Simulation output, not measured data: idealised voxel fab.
The following process module bears the name voxel spacer lines.
Pictured: cross-section cut, 235 nm wide, on a grid of 5 nm square cells.
Cross-section spec: square-cell grid; bands listed top down; each band is one or more rows.
It is stipulated that each band's entry specify, in nanometres, the height of the top of the band and then that of its bottom, followed by the materials of the band in left-to-right sequence, each together with its width in nanometres. A single material marked by the word "all across" is understood to fill the band from edge to edge; the word "empty" is understood to denote empty space.
Below 0: as-received wafer, all one material; heights counted from there. Lowest band: no bottom, goes on down, written "0 and below".
A two-number width, for instance "30->40", indicates that the width is equal to the first number in the top row of the band and to the second number in the bottom row, and that it changes by a constant amount per row of cells.
What does "remained unchanged" mean for a step? It means no cell of the cross-section changed in that step.
What "Sealed void inventory" gives you is every empty space of 8 cells or more that is cut off from the top. Each appears as width x height at distance, with the distance taken from the left edge and width, height and distance all in nm.
Where a step's line continues beyond its settings, the continuation is a remark by the simulator itself on that step.
overlay nm, on a step with a mask: how far to the right of its planned place the mask lay; to the left if negative

Steps planned for the process:
| 1 | RECEIVE [material Si] |
| 2 | CONFORMAL_DEP [material SiO2] [thk nm 5] |
| 3 | DIRECTIONAL_DEP [material TiN] [thk nm 20] |
| 4 | DIRECTIONAL_DEP [material aC] [thk nm 20] |
| 5 | PATTERN [tone cover] [mask id MANDREL] [material resist] [width nm 15] [pitch nm 60] [thk nm 25] [overlay nm 0] |
| 6 | DIRECTIONAL_ETCH [etch materials aC] [depth nm 20] |
| 7 | STRIP [etch materials resist] |
| 8 | CONFORMAL_DEP [material SiN] [thk nm 15] |
| 9 | DIRECTIONAL_ETCH [etch materials SiN] [depth nm 15] |
| 10 | STRIP [etch materials aC] |
| 11 | DIRECTIONAL_ETCH [etch materials TiN] [depth nm 20] |
| 12 | STRIP [etch materials SiN] |
| 13 | FILL_DEP [material SiO2] [thk nm 5] |
| 14 | CMP [height nm 25] |

Cross-section of the wafer as it came to us, i.e., already through step 1:
	0 and below = Si all across
	Sealed void inventory: none

End-of-module cross-section of the first of two wafers, processed as planned:
	25 down to 5 = SiO2 (65); TiN (15); SiO2 (15); TiN (15); SiO2 (15); TiN (15); SiO2 (15); TiN (15); SiO2 (65)
	5 down to 0 = SiO2 all across
	0 and below = Si all across
	Sealed void inventory: none

Cross-section, second wafer: same start as the first, same plan as the first, one mistake in running it; taken at the end of the module:
	25 down to 5 = SiO2 (60); TiN (15); SiO2 (25); TiN (15); SiO2 (5); TiN (15); SiO2 (25); TiN (15); SiO2 (60)
	5 down to 0 = SiO2 all across
	0 and below = Si all across
	Sealed void inventory: none
The mistake made against the process plan was this: off-plan run, step 5, actual operation and settings PATTERN [tone cover] [mask id MANDREL] [material resist] [width nm 25] [pitch nm 60] [thk nm 25] [overlay nm 0]
Comparing end states, the material composition by cell count is preserved from the first wafer to the second, while the locations of the cells are not.
